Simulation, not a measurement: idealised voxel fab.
The process module that follows is named voxel trench capacitor.
Each square cell in cross-section cut measures 5 nm, and the section as a whole is 290 nm wide.
The cross-sections in this document take the form of a grid made of square cells. They are written out as bands, in order from top to bottom. Each band consists of one or more rows of cells. Within each band entry, the heights of the top and of the bottom of the band appear first, in that order and in nm; the materials of the band then follow from left to right, each with its corresponding width in nm. The designation "full width" on a single material indicates that it fills the band from edge to edge; the designation "blank" indicates empty space. Ref level 0: as-received wafer is one material below here. Bottom band extends down with no lower bound ("z 0 and below"). Width "30..40": first value at the band's top row of cells, second value at its bottom row, equal change from row to row. Given "remained the same" for a step, no cell of the cross-section differs between before and after that step. Closed empty spaces (no open way to the top) of 8 cells or more are what "Entrapped voids" lists, each as width x height at distance from the left edge, nm for all three. Heads up: the bit after the settings on a step's line is the simulator's remark on that step. Among the settings permitted on a step's line is "overlay nm"; applied to a step with a mask, it specifies the extent to which the mask lay to the right of its planned position, whereas a negative figure signifies a position to the left.

Process steps - plan
| 1 | RECEIVE [material Si] |
| 2 | CONFORMAL_DEP [material SiN] [thk nm 5] |
| 3 | DIRECTIONAL_DEP [material aC] [thk nm 10] |
| 4 | PATTERN [tone open] [mask id TRENCH] [material resist] [width nm 25] [pitch nm 50] [thk nm 25] [overlay nm -15] |
| 5 | DIRECTIONAL_ETCH [etch materials aC] [depth nm 10] |
| 6 | STRIP [etch materials resist] |
| 7 | DIRECTIONAL_ETCH [etch materials SiN] [depth nm 5] |
| 8 | DIRECTIONAL_ETCH [etch materials Si] [depth nm 30] |
| 9 | STRIP [etch materials aC] |
| 10 | CONFORMAL_DEP [material SiO2] [thk nm 5] |
| 11 | FILL_DEP [material polySi] [thk nm 10] |
| 12 | CMP [height nm 5] |
Variable across wafers: step 4 overlay nm (plan value is that of the first wafer; starting state common to all).

The first of several wafers, as received after step 1, seen in section
> z 0 and below | Si full width
> Entrapped voids: none

Cross-section, first of several wafers, end of module, after last step 12
> z 5 to 0 | 40 of SiN, 5 of SiO2, 15 of polySi, 5 of SiO2, 25 of SiN, 5 of SiO2, 15 of polySi, 5 of SiO2, 25 of SiN, 5 of SiO2, 15 of polySi, 5 of SiO2, 25 of SiN, 5 of SiO2, 15 of polySi, 5 of SiO2, 75 of SiN
> z 0 to -25 | 40 of Si, 5 of SiO2, 15 of polySi, 5 of SiO2, 25 of Si, 5 of SiO2, 15 of polySi, 5 of SiO2, 25 of Si, 5 of SiO2, 15 of polySi, 5 of SiO2, 25 of Si, 5 of SiO2, 15 of polySi, 5 of SiO2, 75 of Si
> z -25 to -30 | 40 of Si, 25 of SiO2, 25 of Si, 25 of SiO2, 25 of Si, 25 of SiO2, 25 of Si, 25 of SiO2, 75 of Si
> z -30 and below | Si full width
> Entrapped voids: none

Last-wafer cross-section at the end of the module
> z 5 to 0 | 70 of SiN, 5 of SiO2, 15 of polySi, 5 of SiO2, 25 of SiN, 5 of SiO2, 15 of polySi, 5 of SiO2, 25 of SiN, 5 of SiO2, 15 of polySi, 5 of SiO2, 25 of SiN, 5 of SiO2, 15 of polySi, 5 of SiO2, 45 of SiN
> z 0 to -25 | 70 of Si, 5 of SiO2, 15 of polySi, 5 of SiO2, 25 of Si, 5 of SiO2, 15 of polySi, 5 of SiO2, 25 of Si, 5 of SiO2, 15 of polySi, 5 of SiO2, 25 of Si, 5 of SiO2, 15 of polySi, 5 of SiO2, 45 of Si
> z -25 to -30 | 70 of Si, 25 of SiO2, 25 of Si, 25 of SiO2, 25 of Si, 25 of SiO2, 25 of Si, 25 of SiO2, 45 of Si
> z -30 and below | Si full width
> Entrapped voids: none

Below: a row per wafer. Contents at end of module: for every material, cells gained since receipt (+) or lost since receipt (-); then closed voids
overlay nm -15; -120 Si; +38 SiN; +68 SiO2; +72 polySi; Entrapped voids: none
overlay nm -10; -120 Si; +38 SiN; +68 SiO2; +72 polySi; Entrapped voids: none
overlay nm -5; -120 Si; +38 SiN; +68 SiO2; +72 polySi; Entrapped voids: none
overlay nm 0; -120 Si; +38 SiN; +68 SiO2; +72 polySi; Entrapped voids: none
overlay nm 5; -120 Si; +38 SiN; +68 SiO2; +72 polySi; Entrapped voids: none
overlay nm 10; -120 Si; +38 SiN; +68 SiO2; +72 polySi; Entrapped voids: none
overlay nm 15; -120 Si; +38 SiN; +68 SiO2; +72 polySi; Entrapped voids: none
